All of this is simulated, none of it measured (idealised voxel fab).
Documented hereafter: the process module known as voxel self aligned vias.
Section cut is 245 nm wide and gridded with 5 nm square cells.
Cross-section layout: square cells on a grid; listed as bands, top to bottom; a band spans one or more cell rows.
Look at the band entry: it leads with the top's height and the bottom's height in nm. Then it lists the materials left to right, with a width in nm for each. The word "everywhere" on a single material says that material fills the band edge to edge. The word "air" is empty space.
Where do heights start? At 0: under that level the wafer as delivered is made of one material only. And the lowest band has no floor; it just carries on downward, as in "0 down".
The width entry "30..40" should be interpreted row by row: the top row of cells in the band takes the first number, the bottom row takes the second number, and the change between adjacent rows is uniform throughout.
A step reported as "no change" is a step in which no cell of the cross-section changed.
Basically, "Sealed void inventory" tells you about the enclosed voids: empty spaces with no open way to the top, 8 cells or bigger, each written width x height at distance, where distance is from the left edge, all in nm.
What comes after the settings on a step's line is commentary from the simulator itself on that step.
Regarding "overlay nm": on a step with a mask, it is the distance the mask lay to the right of its planned place; a negative value places it to the left.

## So here's the lineup of process steps we planned
| 1 | op RECEIVE | material Si |
| 2 | op CONFORMAL_DEP | material SiO2 | thk nm 10 |
| 3 | op CONFORMAL_DEP | material SiCN | thk nm 5 |
| 4 | op DIRECTIONAL_DEP | material lowk | thk nm 30 |
| 5 | op MASKED_ETCH | tone open | mask id LINES | width nm 25 | pitch nm 50 | etch materials lowk | depth nm 30 | overlay nm 0 |
| 6 | op CONFORMAL_DEP | material TiN | thk nm 5 |
| 7 | op FILL_DEP | material Ru | thk nm 5 |
| 8 | op CMP | height nm 45 |
| 9 | op SELECTIVE_ETCH | etch materials W Ru TiN | depth nm 5 |
| 10 | op FILL_DEP | material SiN | thk nm 10 |
| 11 | op CMP | height nm 45 |
| 12 | op DIRECTIONAL_DEP | material lowk | thk nm 20 |
| 13 | op DIRECTIONAL_DEP | material aC | thk nm 10 |
| 14 | op PATTERN | tone open | mask id VIAS | material resist | width nm 35 | pitch nm 50 | thk nm 25 | overlay nm -15 |
| 15 | op DIRECTIONAL_ETCH | etch materials aC | depth nm 10 |
| 16 | op STRIP | etch materials resist |
| 17 | op DIRECTIONAL_ETCH | etch materials lowk | depth nm 20 |
| 18 | op DIRECTIONAL_ETCH | etch materials SiN | depth nm 5 |
| 19 | op STRIP | etch materials aC |
| 20 | op CONFORMAL_DEP | material TiN | thk nm 5 |
| 21 | op FILL_DEP | material Ru | thk nm 10 |
| 22 | op CMP | height nm 65 |
| 23 | op CONFORMAL_DEP | material SiCN | thk nm 5 |
The plan's step 14 overlay nm is the first wafer's value; the wafers differ in this setting and start identical.

## Sectional view: first of several wafers, as received, after step 1
* 0 down | Si everywhere
* Sealed void inventory: none

## Cross-section of the first of several wafers once the module has run through its last step, step 23
* 70 to 65 | SiCN everywhere
* 65 to 50 | 65 nm lowk; 5 nm TiN; 25 nm Ru; 5 nm TiN; 15 nm lowk; 5 nm TiN; 25 nm Ru; 5 nm TiN; 95 nm lowk
* 50 to 45 | 65 nm lowk; 25 nm TiN; 5 nm Ru; 5 nm TiN; 15 nm lowk; 25 nm TiN; 5 nm Ru; 5 nm TiN; 95 nm lowk
* 45 to 40 | 85 nm lowk; 15 nm TiN; 10 nm SiN; 25 nm lowk; 15 nm TiN; 10 nm SiN; 85 nm lowk
* 40 to 20 | 85 nm lowk; 5 nm TiN; 15 nm Ru; 5 nm TiN; 25 nm lowk; 5 nm TiN; 15 nm Ru; 5 nm TiN; 85 nm lowk
* 20 to 15 | 85 nm lowk; 25 nm TiN; 25 nm lowk; 25 nm TiN; 85 nm lowk
* 15 to 10 | SiCN everywhere
* 10 to 0 | SiO2 everywhere
* 0 down | Si everywhere
* Sealed void inventory: none

## End of module: cross-section, last of several wafers
* 70 to 65 | SiCN everywhere
* 65 to 50 | 95 nm lowk; 5 nm TiN; 25 nm Ru; 5 nm TiN; 15 nm lowk; 5 nm TiN; 25 nm Ru; 5 nm TiN; 65 nm lowk
* 50 to 45 | 95 nm lowk; 5 nm TiN; 5 nm Ru; 25 nm TiN; 15 nm lowk; 5 nm TiN; 5 nm Ru; 25 nm TiN; 65 nm lowk
* 45 to 40 | 85 nm lowk; 10 nm SiN; 15 nm TiN; 25 nm lowk; 10 nm SiN; 15 nm TiN; 85 nm lowk
* 40 to 20 | 85 nm lowk; 5 nm TiN; 15 nm Ru; 5 nm TiN; 25 nm lowk; 5 nm TiN; 15 nm Ru; 5 nm TiN; 85 nm lowk
* 20 to 15 | 85 nm lowk; 25 nm TiN; 25 nm lowk; 25 nm TiN; 85 nm lowk
* 15 to 10 | SiCN everywhere
* 10 to 0 | SiO2 everywhere
* 0 down | Si everywhere
* Sealed void inventory: none

## Every row in this table is a wafer at the end of the module, and it gives, for each of the materials, the cells that wafer has gained (+) or lost (-) since it was received, then its closed voids
overlay nm -15, +56 Ru, +98 SiCN, +4 SiN, +98 SiO2, +56 TiN, +374 lowk, Sealed void inventory: none
overlay nm -10, +58 Ru, +98 SiCN, +2 SiN, +98 SiO2, +56 TiN, +374 lowk, Sealed void inventory: none
overlay nm -5, +60 Ru, +98 SiCN, +98 SiO2, +56 TiN, +374 lowk, Sealed void inventory: none
overlay nm 0, +60 Ru, +98 SiCN, +98 SiO2, +56 TiN, +374 lowk, Sealed void inventory: none
overlay nm 5, +60 Ru, +98 SiCN, +98 SiO2, +56 TiN, +374 lowk, Sealed void inventory: none
overlay nm 10, +58 Ru, +98 SiCN, +2 SiN, +98 SiO2, +56 TiN, +374 lowk, Sealed void inventory: none
overlay nm 15, +56 Ru, +98 SiCN, +4 SiN, +98 SiO2, +56 TiN, +374 lowk, Sealed void inventory: none
